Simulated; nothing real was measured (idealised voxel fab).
The following process module bears the name voxel lift off.
The width of the displayed cross-section, cut, is 280 nm; its cells are square, with a size of 5 nm.
A cross-section is written here as square cells arranged in a grid, and it is given in bands from the top down, each band taking up one or more rows of cells. Band: top height; bottom height; in nm. Then, left to right: material with width in nm, for each material. "full width": a single material spanning edge to edge. "air": empty space. Ref level 0: as-received wafer is one material below here. Bottom band extends down with no lower bound ("0..down"). A width such as "30..40" changes by the same amount from each row of cells to the next, from the band's top row to its bottom row. "nothing altered" for a step: no cell of the cross-section changed in that step. "Entrapped void list" means: voids of 8 cells or more that are shut off from the top with no open way through. Written width x height at distance, distance from the left edge, in nm. If you see something after the settings on a step's line, that's the simulator's own remark about that step. overlay nm: on a step with a mask, how far right of its planned place the mask lay; negative means left.

# Set out below are the planned steps of the process
1 RECEIVE: material Si
2 CONFORMAL_DEP: material SiO2, thk nm 10
3 PATTERN: tone open, mask id LINES, material resist, width nm 25, pitch nm 40, thk nm 20, overlay nm 0
4 DIRECTIONAL_DEP: material Ru, thk nm 5
5 STRIP: etch materials resist
6 CONFORMAL_DEP: material SiCN, thk nm 5

# As-received state of the wafer in cross-section, equivalent to post-step 1
- 0..down | Si full width
- Entrapped void list: none

# Wafer cross-section at end of module: start and plan as shown above, one execution error
- 20..15 | 100 of air / 35 of SiCN / 5 of air / 35 of SiCN / 105 of air
- 15..10 | 105 of SiCN / 25 of Ru / 15 of SiCN / 25 of Ru / 110 of SiCN
- 10..0 | SiCN full width
- 0..down | Si full width
- Entrapped void list: none
Finding, execution versus plan: so step 2 ended up running with a different setting than we planned, it ran as CONFORMAL_DEP: material SiCN, thk nm 10
